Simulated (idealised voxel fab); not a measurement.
process module | voxel fin reveal
cross-section cut | 150 nm wide | cells 5 nm
A cross-section is a grid of square cells, given in bands from the top down. A band is one or more rows of cells.
Each band's line starts with the height of the band's top and of its bottom, in nm. Then come its materials from left to right, each with its width in nm. One material with "throughout" fills the band from edge to edge. "air" is empty space.
Height 0 is the level under which the wafer as received is all one material. The lowest band goes on downwards, as in "0 down".
A width such as "30 to 40" changes by the same amount from each row of cells to the next, from the band's top row to its bottom row.
"no change" after a step means that no cell of the cross-section changed.
closed voids: empty space of 8 cells or more with no open way to the top, each as width x height at its distance from the left edge, in nm
after a step's settings: what the simulator itself notes on the step
overlay nm, on a step with a mask: how far to the right of its planned place the mask lay; to the left if negative
plan
1 op RECEIVE | material Si
2 op CONFORMAL_DEP | material SiN | thk nm 10
3 op DIRECTIONAL_DEP | material aC | thk nm 10
4 op PATTERN | tone cover | mask id FINS | material resist | width nm 15 | pitch nm 40 | thk nm 25 | overlay nm 0
5 op DIRECTIONAL_ETCH | etch materials aC | depth nm 10
6 op STRIP | etch materials resist
7 op DIRECTIONAL_ETCH | etch materials SiN | depth nm 10
8 op DIRECTIONAL_ETCH | etch materials Si | depth nm 40
9 op STRIP | etch materials aC
10 op FILL_DEP | material SiO2 | thk nm 5
11 op CMP | height nm 10
12 op SELECTIVE_ETCH | etch materials SiO2 | depth nm 25
13 op STRIP | etch materials SiN
first wafer, as planned
as received, after step 1
  0 down: Si throughout
  closed voids: none
after step 2
  10 to 0: SiN throughout
  below 0: unchanged
after step 3
  20 to 10: aC throughout
  below 10: unchanged
after step 4
  45 to 20: air 45 | resist 15 | air 25 | resist 15 | air 50
  below 20: unchanged
after step 5
  35 to 20: air 45 | resist 15 | air 25 | resist 15 | air 50
  20 to 10: air 45 | aC 15 | air 25 | aC 15 | air 50
  below 10: unchanged
after step 6
  20 to 10: air 45 | aC 15 | air 25 | aC 15 | air 50
  below 10: unchanged
after step 7
  20 to 10: air 45 | aC 15 | air 25 | aC 15 | air 50
  10 to 0: air 45 | SiN 15 | air 25 | SiN 15 | air 50
  below 0: unchanged
after step 8
  20 to 10: air 45 | aC 15 | air 25 | aC 15 | air 50
  10 to 0: air 45 | SiN 15 | air 25 | SiN 15 | air 50
  0 to -40: air 45 | Si 15 | air 25 | Si 15 | air 50
  below -40: unchanged
after step 9
  10 to 0: air 45 | SiN 15 | air 25 | SiN 15 | air 50
  below 0: unchanged
after step 10
  15 to 10: SiO2 throughout
  10 to 0: SiO2 45 | SiN 15 | SiO2 25 | SiN 15 | SiO2 50
  0 to -40: SiO2 45 | Si 15 | SiO2 25 | Si 15 | SiO2 50
  below -40: unchanged
after step 11
  10 to 0: SiO2 45 | SiN 15 | SiO2 25 | SiN 15 | SiO2 50
  below 0: unchanged
after step 12
  10 to 0: air 45 | SiN 15 | air 25 | SiN 15 | air 50
  0 to -15: air 45 | Si 15 | air 25 | Si 15 | air 50
  below -15: unchanged
after step 13
  0 to -15: air 45 | Si 15 | air 25 | Si 15 | air 50
  below -15: unchanged
second wafer: like start, like plan, one mistake. Through step 9 it matches the first wafer
when step 10 should have ended
  15 to 10: aC throughout
  10 to 0: aC 45 | SiN 15 | aC 25 | SiN 15 | aC 50
  0 to -40: aC 45 | Si 15 | aC 25 | Si 15 | aC 50
  below -40: unchanged
when step 11 should have ended
  10 to 0: aC 45 | SiN 15 | aC 25 | SiN 15 | aC 50
  below 0: unchanged
when step 12 should have ended: no change
when step 13 should have ended
  10 to 0: aC 45 | air 15 | aC 25 | air 15 | aC 50
  below 0: unchanged
what went wrong: step 10 ran as: op FILL_DEP | material aC | thk nm 5
at the end the second wafer has, in cells: 120 fewer of SiO2 | 240 more of aC
